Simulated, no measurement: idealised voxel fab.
The following process module bears the name voxel double patterning.
Square cell edge 5 nm, section width 175 nm, ID cut.
In what follows, cross-sections appear as grids of square cells, described through bands that run from the top down, where every band is one or more rows of cells.
Quick guide to a band line: top height, bottom height (nm) up front; then every material left to right with its width in nm. Only one material and it's marked "throughout"? Then it fills the band edge to edge. And "blank" just means empty space.
The level at which height equals 0 is the one under which the wafer, as it arrives, is entirely one material. No lower edge exists for the bottom band, which continues downward and is notated as in "0..down".
Per-row width for "30..40": begins at first number (top row of band), ends at second number (bottom row), increment between rows held constant.
"same as before" (step): cross-section cells unchanged, all of them.
If an empty space has no open way to the top and is at least 8 cells in size, "Closed-off voids" lists it, written width x height at distance, where distance is measured from the left edge and every value is in nm.
Heads up: the bit after the settings on a step's line is the simulator's remark on that step.
For masked steps, "overlay nm" on the step line gives how far right of plan the mask actually lay; a minus sign means it lay to the left.

# Process steps - plan
1) RECEIVE, material Si
2) CONFORMAL_DEP, material SiO2, thk nm 10
3) DIRECTIONAL_DEP, material W, thk nm 10
4) DIRECTIONAL_DEP, material SiCN, thk nm 5
5) DIRECTIONAL_DEP, material aC, thk nm 10
6) PATTERN, tone open, mask id FIRST, material resist, width nm 15, pitch nm 50, thk nm 25, overlay nm 0
7) DIRECTIONAL_ETCH, etch materials aC, depth nm 10
8) STRIP, etch materials resist
9) DIRECTIONAL_ETCH, etch materials SiCN, depth nm 5
10) STRIP, etch materials aC
11) PATTERN, tone open, mask id SECOND, material resist, width nm 15, pitch nm 50, thk nm 15, overlay nm 0
12) DIRECTIONAL_ETCH, etch materials SiCN, depth nm 5
13) STRIP, etch materials resist
14) DIRECTIONAL_ETCH, etch materials W, depth nm 10
15) STRIP, etch materials SiCN

# So, the first of our two wafers, run just as we planned it

# Here's what the wafer looked like in cross-section when it arrived - that's after step 1
* 0..down | Si throughout
* Closed-off voids: none

# After step 2, in cross-section
* 10..0 | SiO2 throughout
* Under 0: no change, same as before.

# After step 3, in cross-section
* 20..10 | W throughout
* Under 10: no change, same as before.

# After step 4, in cross-section
* 25..20 | SiCN throughout
* Under 20: no change, same as before.

# After step 5, in cross-section
* 35..25 | aC throughout
* Under 25: no change, same as before.

# After step 6, in cross-section
* 60..35 | 30 resist; 15 blank; 35 resist; 15 blank; 35 resist; 15 blank; 30 resist
* Under 35: no change, same as before.

# After step 7, in cross-section
* 50..35 | 30 resist; 15 blank; 35 resist; 15 blank; 35 resist; 15 blank; 30 resist
* 35..25 | 30 aC; 15 blank; 35 aC; 15 blank; 35 aC; 15 blank; 30 aC
* Under 25: no change, same as before.

# After step 8, in cross-section
* 35..25 | 30 aC; 15 blank; 35 aC; 15 blank; 35 aC; 15 blank; 30 aC
* Under 25: no change, same as before.

# After step 9, in cross-section
* 35..25 | 30 aC; 15 blank; 35 aC; 15 blank; 35 aC; 15 blank; 30 aC
* 25..20 | 30 SiCN; 15 blank; 35 SiCN; 15 blank; 35 SiCN; 15 blank; 30 SiCN
* Under 20: no change, same as before.

# After step 10, in cross-section
* 25..20 | 30 SiCN; 15 blank; 35 SiCN; 15 blank; 35 SiCN; 15 blank; 30 SiCN
* Under 20: no change, same as before.

# After step 11, in cross-section
* 40..25 | 55 resist; 15 blank; 35 resist; 15 blank; 55 resist
* 25..20 | 30 SiCN; 15 resist; 35 SiCN; 15 resist; 35 SiCN; 15 resist; 30 SiCN
* Under 20: no change, same as before.

# After step 12, in cross-section
* 40..25 | 55 resist; 15 blank; 35 resist; 15 blank; 55 resist
* 25..20 | 30 SiCN; 15 resist; 10 SiCN; 15 blank; 10 SiCN; 15 resist; 10 SiCN; 15 blank; 10 SiCN; 15 resist; 30 SiCN
* Under 20: no change, same as before.

# After step 13, in cross-section
* 25..20 | 30 SiCN; 15 blank; 10 SiCN; 15 blank; 10 SiCN; 15 blank; 10 SiCN; 15 blank; 10 SiCN; 15 blank; 30 SiCN
* Under 20: no change, same as before.

# After step 14, in cross-section
* 25..20 | 30 SiCN; 15 blank; 10 SiCN; 15 blank; 10 SiCN; 15 blank; 10 SiCN; 15 blank; 10 SiCN; 15 blank; 30 SiCN
* 20..10 | 30 W; 15 blank; 10 W; 15 blank; 10 W; 15 blank; 10 W; 15 blank; 10 W; 15 blank; 30 W
* Under 10: no change, same as before.

# After step 15, in cross-section
* 20..10 | 30 W; 15 blank; 10 W; 15 blank; 10 W; 15 blank; 10 W; 15 blank; 10 W; 15 blank; 30 W
* Under 10: no change, same as before.

# The second wafer was prepared from the same starting point and under the same plan as the first; its processing contained one mistake, and it remains indistinguishable from the first wafer up to and including step 1

Second wafer: cross-section at the scheduled end of step 2: same as before

# Second wafer: cross-section at the scheduled end of step 3
* 10..0 | W throughout
* Under 0: no change, same as before.

# Second wafer: cross-section at the scheduled end of step 4
* 15..10 | SiCN throughout
* Under 10: no change, same as before.

# Second wafer: cross-section at the scheduled end of step 5
* 25..15 | aC throughout
* Under 15: no change, same as before.

# Second wafer: cross-section at the scheduled end of step 6
* 50..25 | 30 resist; 15 blank; 35 resist; 15 blank; 35 resist; 15 blank; 30 resist
* Under 25: no change, same as before.

# Second wafer: cross-section at the scheduled end of step 7
* 40..25 | 30 resist; 15 blank; 35 resist; 15 blank; 35 resist; 15 blank; 30 resist
* 25..15 | 30 aC; 15 blank; 35 aC; 15 blank; 35 aC; 15 blank; 30 aC
* Under 15: no change, same as before.

# Second wafer: cross-section at the scheduled end of step 8
* 25..15 | 30 aC; 15 blank; 35 aC; 15 blank; 35 aC; 15 blank; 30 aC
* Under 15: no change, same as before.

# Second wafer: cross-section at the scheduled end of step 9
* 25..15 | 30 aC; 15 blank; 35 aC; 15 blank; 35 aC; 15 blank; 30 aC
* 15..10 | 30 SiCN; 15 blank; 35 SiCN; 15 blank; 35 SiCN; 15 blank; 30 SiCN
* Under 10: no change, same as before.

# Second wafer: cross-section at the scheduled end of step 10
* 15..10 | 30 SiCN; 15 blank; 35 SiCN; 15 blank; 35 SiCN; 15 blank; 30 SiCN
* Under 10: no change, same as before.

# Second wafer: cross-section at the scheduled end of step 11
* 30..15 | 55 resist; 15 blank; 35 resist; 15 blank; 55 resist
* 15..10 | 30 SiCN; 15 resist; 35 SiCN; 15 resist; 35 SiCN; 15 resist; 30 SiCN
* Under 10: no change, same as before.

# Second wafer: cross-section at the scheduled end of step 12
* 30..15 | 55 resist; 15 blank; 35 resist; 15 blank; 55 resist
* 15..10 | 30 SiCN; 15 resist; 10 SiCN; 15 blank; 10 SiCN; 15 resist; 10 SiCN; 15 blank; 10 SiCN; 15 resist; 30 SiCN
* Under 10: no change, same as before.

# Second wafer: cross-section at the scheduled end of step 13
* 15..10 | 30 SiCN; 15 blank; 10 SiCN; 15 blank; 10 SiCN; 15 blank; 10 SiCN; 15 blank; 10 SiCN; 15 blank; 30 SiCN
* Under 10: no change, same as before.

# Second wafer: cross-section at the scheduled end of step 14
* 15..10 | 30 SiCN; 15 blank; 10 SiCN; 15 blank; 10 SiCN; 15 blank; 10 SiCN; 15 blank; 10 SiCN; 15 blank; 30 SiCN
* 10..0 | 30 W; 15 blank; 10 W; 15 blank; 10 W; 15 blank; 10 W; 15 blank; 10 W; 15 blank; 30 W
* Under 0: no change, same as before.

# Second wafer: cross-section at the scheduled end of step 15
* 10..0 | 30 W; 15 blank; 10 W; 15 blank; 10 W; 15 blank; 10 W; 15 blank; 10 W; 15 blank; 30 W
* Under 0: no change, same as before.
What was done differently from what was planned? skipped: plan step 2 (never run)
Final wafer comparison in cells, second versus first, more or fewer per material: SiO2 -70
